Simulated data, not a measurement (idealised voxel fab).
process module | voxel self aligned vias
cross-section cut | 215 nm wide | cells 5 nm
A cross-section is a grid of square cells, given in bands from the top down. A band is one or more rows of cells.
Each band's line starts with the height of the band's top and of its bottom, in nm. Then come its materials from left to right, each with its width in nm. One material with "throughout" fills the band from edge to edge. "air" is empty space.
Height 0 is the level under which the wafer as received is all one material. The lowest band goes on downwards, as in "0 down".
A width such as "30 to 40" changes by the same amount from each row of cells to the next, from the band's top row to its bottom row.
"no change" after a step means that no cell of the cross-section changed.
closed voids: empty space of 8 cells or more with no open way to the top, each as width x height at its distance from the left edge, in nm
after a step's settings: what the simulator itself notes on the step
overlay nm, on a step with a mask: how far to the right of its planned place the mask lay; to the left if negative
plan
1 op RECEIVE | material Si
2 op CONFORMAL_DEP | material SiO2 | thk nm 10
3 op CONFORMAL_DEP | material SiCN | thk nm 5
4 op DIRECTIONAL_DEP | material lowk | thk nm 20
5 op DIRECTIONAL_DEP | material aC | thk nm 15
6 op PATTERN | tone open | mask id LINES | material resist | width nm 30 | pitch nm 75 | thk nm 35 | overlay nm 0
7 op DIRECTIONAL_ETCH | etch materials aC | depth nm 15
8 op STRIP | etch materials resist
9 op DIRECTIONAL_ETCH | etch materials lowk | depth nm 20
10 op STRIP | etch materials aC
11 op CONFORMAL_DEP | material TiN | thk nm 5
12 op FILL_DEP | material Ru | thk nm 10
13 op CMP | height nm 35
14 op SELECTIVE_ETCH | etch materials W Ru TiN | depth nm 5
15 op FILL_DEP | material SiN | thk nm 5
16 op CMP | height nm 35
17 op DIRECTIONAL_DEP | material lowk | thk nm 15
18 op DIRECTIONAL_DEP | material aC | thk nm 15
19 op PATTERN | tone open | mask id VIAS | material resist | width nm 50 | pitch nm 75 | thk nm 30 | overlay nm 0
20 op DIRECTIONAL_ETCH | etch materials aC | depth nm 15
21 op STRIP | etch materials resist
22 op DIRECTIONAL_ETCH | etch materials lowk | depth nm 15
23 op DIRECTIONAL_ETCH | etch materials SiN | depth nm 5
24 op STRIP | etch materials aC
25 op CONFORMAL_DEP | material TiN | thk nm 5
26 op FILL_DEP | material Ru | thk nm 5
27 op CMP | height nm 50
28 op CONFORMAL_DEP | material SiCN | thk nm 5
as received, after step 1
  0 down: Si throughout
  closed voids: none
first wafer at the end, as planned
  55 to 50: SiCN throughout
  50 to 40: lowk 45 | TiN 5 | Ru 40 | TiN 5 | lowk 25 | TiN 5 | Ru 40 | TiN 5 | lowk 45
  40 to 35: lowk 45 | TiN 15 | Ru 20 | TiN 15 | lowk 25 | TiN 15 | Ru 20 | TiN 15 | lowk 45
  35 to 30: lowk 55 | TiN 30 | lowk 45 | TiN 30 | lowk 55
  30 to 20: lowk 55 | TiN 5 | Ru 20 | TiN 5 | lowk 45 | TiN 5 | Ru 20 | TiN 5 | lowk 55
  20 to 15: lowk 55 | TiN 30 | lowk 45 | TiN 30 | lowk 55
  15 to 10: SiCN throughout
  10 to 0: SiO2 throughout
  0 down: Si throughout
  closed voids: none
second wafer at the end: like start, like plan, one mistake
  55 to 50: SiCN throughout
  50 to 35: lowk 45 | TiN 5 | Ru 40 | TiN 5 | lowk 25 | TiN 5 | Ru 40 | TiN 5 | lowk 45
  35 to 30: SiN 45 | TiN 50 | SiN 25 | TiN 50 | SiN 45
  30 to 15: lowk 55 | TiN 5 | Ru 20 | TiN 5 | lowk 45 | TiN 5 | Ru 20 | TiN 5 | lowk 55
  15 to 10: lowk 55 | TiN 30 | lowk 45 | TiN 30 | lowk 55
  10 to 0: SiO2 throughout
  0 down: Si throughout
  closed voids: none
what went wrong: step 3 was left out
at the end the second wafer has, in cells: 16 more of Ru | 43 fewer of SiCN | 23 more of SiN | 4 more of TiN
